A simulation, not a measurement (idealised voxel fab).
Process module in this document: voxel wiring stack
Shown is cross-section cut, with a width of 250 nm and square cells of size 5 nm.
Throughout this document, each cross-section is represented as a grid of square cells and is presented as a sequence of bands enumerated from the top downward, where a band comprises one or more rows of cells.
Each band's line starts with the height of the band's top and of its bottom, in nm. Then come its materials from left to right, each with its width in nm. One material with "all across" fills the band from edge to edge. "air" is empty space.
Where do heights start? At 0: under that level the wafer as delivered is made of one material only. And the lowest band has no floor; it just carries on downward, as in "z 0 and below".
The two numbers in a width such as "30->40" mark its ends across the band: the first belongs to the top row of cells, the second to the bottom row, and from each row to the next the width moves by the same amount.
The designation "nothing got changed", where it is given for a processing step, indicates that no cell of the cross-section was altered in the course of that step.
Closed empty spaces (no open way to the top) of 8 cells or more are what "Sealed cavities" lists, each as width x height at distance from the left edge, nm for all three.
Where a step's line continues beyond its settings, the continuation is a remark by the simulator itself on that step.
The setting "overlay nm" may be written on the line of a step. When the step uses a mask, the value reports how far to the right of the planned place the mask lay, and a negative value reports that it lay to the left.
Note: before/after cross-section pairs follow, one process step per pair, after-side truncated at the lowest changed band, step and settings given beneath. Different runs of this module on the same starting wafer may supply the pairs; a pair continues the one above only where the "Structure before processing" entry says so.
-- Structure before processing
> z 120 to 115: 85 nm TiN, 20 nm air, 40 nm TiN, 20 nm air, 85 nm TiN
> z 115 to 105: 80 nm SiO2, 5 nm TiN, 20 nm air, 5 nm TiN, 30 nm SiO2, 5 nm TiN, 20 nm air, 5 nm TiN, 80 nm SiO2
> z 105 to 100: 80 nm SiO2, 5 nm TiN, 5 nm air, 20 nm TiN, 30 nm SiO2, 5 nm TiN, 5 nm air, 20 nm TiN, 80 nm SiO2
> z 100 to 85: 80 nm SiO2, 5 nm TiN, 5 nm air, 5 nm TiN, 45 nm SiO2, 5 nm TiN, 5 nm air, 5 nm TiN, 95 nm SiO2
> z 85 to 80: 80 nm SiCN, 15 nm TiN, 45 nm SiCN, 15 nm TiN, 95 nm SiCN
> z 80 to 70: 50 nm W, 5 nm TiN, 25 nm lowk, 5 nm TiN, 20 nm W, 5 nm TiN, 30 nm lowk, 5 nm TiN, 20 nm W, 5 nm TiN, 25 nm lowk, 5 nm TiN, 50 nm W
> z 70 to 65: 55 nm TiN, 25 nm lowk, 5 nm TiN, 20 nm W, 5 nm TiN, 30 nm lowk, 5 nm TiN, 20 nm W, 5 nm TiN, 25 nm lowk, 55 nm TiN
> z 65 to 60: 80 nm lowk, 5 nm TiN, 20 nm W, 5 nm TiN, 30 nm lowk, 5 nm TiN, 20 nm W, 5 nm TiN, 80 nm lowk
> z 60 to 55: 55 nm lowk, 25 nm SiCN, 30 nm TiN, 30 nm SiCN, 30 nm TiN, 25 nm SiCN, 55 nm lowk
> z 55 to 45: 55 nm lowk, 5 nm SiCN, 20 nm Ru, 15 nm SiO2, 45 nm Ru, 15 nm SiO2, 35 nm Ru, 5 nm SiCN, 55 nm lowk
> z 45 to 40: 60 nm SiCN, 20 nm Ru, 15 nm SiCN, 45 nm Ru, 15 nm SiCN, 35 nm Ru, 60 nm SiCN
> z 40 to 35: 75 nm SiCN, 40 nm Ru, 20 nm SiCN, 40 nm Ru, 75 nm SiCN
> z 35 to 20: 80 nm SiO2, 5 nm TiN, 20 nm Cu, 5 nm TiN, 30 nm SiO2, 5 nm TiN, 20 nm Cu, 5 nm TiN, 80 nm SiO2
> z 20 to 15: 80 nm SiN, 30 nm TiN, 30 nm SiN, 30 nm TiN, 80 nm SiN
> z 15 to 0: SiO2 all across
> z 0 and below: Si all across
> Sealed cavities: none
-- Step Outcome
> z 130 to 120: Ru all across
> z 120 to 115: 85 nm TiN, 20 nm Ru, 40 nm TiN, 20 nm Ru, 85 nm TiN
> z 115 to 105: 80 nm SiO2, 5 nm TiN, 20 nm Ru, 5 nm TiN, 30 nm SiO2, 5 nm TiN, 20 nm Ru, 5 nm TiN, 80 nm SiO2
> z 105 to 100: 80 nm SiO2, 5 nm TiN, 5 nm Ru, 20 nm TiN, 30 nm SiO2, 5 nm TiN, 5 nm Ru, 20 nm TiN, 80 nm SiO2
> z 100 to 85: 80 nm SiO2, 5 nm TiN, 5 nm Ru, 5 nm TiN, 45 nm SiO2, 5 nm TiN, 5 nm Ru, 5 nm TiN, 95 nm SiO2
> Below 85, the layers are the same as they were.
> Sealed cavities: none
So what happened between those two cross-sections up there? FILL_DEP, material Ru, thk nm 10
Structure before processing: The structure entering this step is exactly what the pair just above shows after its step.
-- Step Outcome
> z 115 to 105: 80 nm SiO2, 5 nm TiN, 20 nm Ru, 5 nm TiN, 30 nm SiO2, 5 nm TiN, 20 nm Ru, 5 nm TiN, 80 nm SiO2
> Below 105, the layers are the same as they were.
> Sealed cavities: none
So what happened between those two cross-sections up there? CMP, height nm 115
Structure before processing: The structure entering this step is exactly what the pair just above shows after its step.
-- Step Outcome
> z 120 to 115: SiCN all across
> Below 115, the layers are the same as they were.
> Sealed cavities: none
So what happened between those two cross-sections up there? CONFORMAL_DEP, material SiCN, thk nm 5
Structure before processing: The structure entering this step is exactly what the pair just above shows after its step.
-- Step Outcome
> z 145 to 120: lowk all across
> Below 120, the layers are the same as they were.
> Sealed cavities: none
So what happened between those two cross-sections up there? DIRECTIONAL_DEP, material lowk, thk nm 25
Structure before processing: The structure entering this step is exactly what the pair just above shows after its step.
-- Step Outcome
> z 160 to 145: 80 nm resist, 15 nm air, 155 nm resist
> Below 145, the layers are the same as they were.
> Sealed cavities: none
So what happened between those two cross-sections up there? PATTERN, tone open, mask id METAL_4_HOLES, material resist, width nm 15, thk nm 15, overlay nm 0
Structure before processing: The structure entering this step is exactly what the pair just above shows after its step.
-- Step Outcome
> z 160 to 145: 80 nm resist, 15 nm air, 155 nm resist
> z 145 to 120: 80 nm lowk, 15 nm air, 155 nm lowk
> Below 120, the layers are the same as they were.
> Sealed cavities: none
So what happened between those two cross-sections up there? DIRECTIONAL_ETCH, etch materials lowk, depth nm 25
Structure before processing: The structure entering this step is exactly what the pair just above shows after its step.
-- Step Outcome
> z 145 to 120: 80 nm lowk, 15 nm air, 155 nm lowk
> Below 120, the layers are the same as they were.
> Sealed cavities: none
So what happened between those two cross-sections up there? STRIP, etch materials resist
Structure before processing: The structure entering this step is exactly what the pair just above shows after its step.
-- Step Outcome
> z 145 to 130: 80 nm lowk, 30 nm air, 30 nm lowk, 30 nm air, 80 nm lowk
> Below 130, the layers are the same as they were.
> Sealed cavities: none
So what happened between those two cross-sections up there? MASKED_ETCH, tone open, mask id METAL_4, width nm 30, pitch nm 60, etch materials lowk, depth nm 15, overlay nm 0
Structure before processing: The structure entering this step is exactly what the pair just above shows after its step.
-- Step Outcome
> z 145 to 130: 80 nm lowk, 30 nm air, 30 nm lowk, 30 nm air, 80 nm lowk
> z 130 to 120: 80 nm lowk, 15 nm air, 155 nm lowk
> z 120 to 115: 80 nm SiCN, 15 nm air, 155 nm SiCN
> Below 115, the layers are the same as they were.
> Sealed cavities: none
So what happened between those two cross-sections up there? MASKED_ETCH, tone open, mask id METAL_4, width nm 30, pitch nm 60, etch materials SiCN, depth nm 5, overlay nm 0
Structure before processing: The structure entering this step is exactly what the pair just above shows after its step.
-- Step Outcome
> z 150 to 145: 85 nm TiN, 20 nm air, 40 nm TiN, 20 nm air, 85 nm TiN
> z 145 to 135: 80 nm lowk, 5 nm TiN, 20 nm air, 5 nm TiN, 30 nm lowk, 5 nm TiN, 20 nm air, 5 nm TiN, 80 nm lowk
> z 135 to 130: 80 nm lowk, 5 nm TiN, 5 nm air, 20 nm TiN, 30 nm lowk, 30 nm TiN, 80 nm lowk
> z 130 to 120: 80 nm lowk, 5 nm TiN, 5 nm air, 5 nm TiN, 155 nm lowk
> z 120 to 115: 80 nm SiCN, 15 nm TiN, 155 nm SiCN
> Below 115, the layers are the same as they were.
> Sealed cavities: none
So what happened between those two cross-sections up there? CONFORMAL_DEP, material TiN, thk nm 5
Structure before processing: The structure entering this step is exactly what the pair just above shows after its step.
-- Step Outcome
> z 160 to 150: Cu all across
> z 150 to 145: 85 nm TiN, 20 nm Cu, 40 nm TiN, 20 nm Cu, 85 nm TiN
> z 145 to 135: 80 nm lowk, 5 nm TiN, 20 nm Cu, 5 nm TiN, 30 nm lowk, 5 nm TiN, 20 nm Cu, 5 nm TiN, 80 nm lowk
> z 135 to 130: 80 nm lowk, 5 nm TiN, 5 nm Cu, 20 nm TiN, 30 nm lowk, 30 nm TiN, 80 nm lowk
> z 130 to 120: 80 nm lowk, 5 nm TiN, 5 nm Cu, 5 nm TiN, 155 nm lowk
> Below 120, the layers are the same as they were.
> Sealed cavities: none
So what happened between those two cross-sections up there? FILL_DEP, material Cu, thk nm 10
Structure before processing: The structure entering this step is exactly what the pair just above shows after its step.
-- Step Outcome
> z 145 to 135: 80 nm lowk, 5 nm TiN, 20 nm Cu, 5 nm TiN, 30 nm lowk, 5 nm TiN, 20 nm Cu, 5 nm TiN, 80 nm lowk
> Below 135, the layers are the same as they were.
> Sealed cavities: none
So what happened between those two cross-sections up there? CMP, height nm 145
Structure before processing: The structure entering this step is exactly what the pair just above shows after its step.
-- Step Outcome
> z 150 to 145: SiCN all across
> Below 145, the layers are the same as they were.
> Sealed cavities: none
So what happened between those two cross-sections up there? CONFORMAL_DEP, material SiCN, thk nm 5
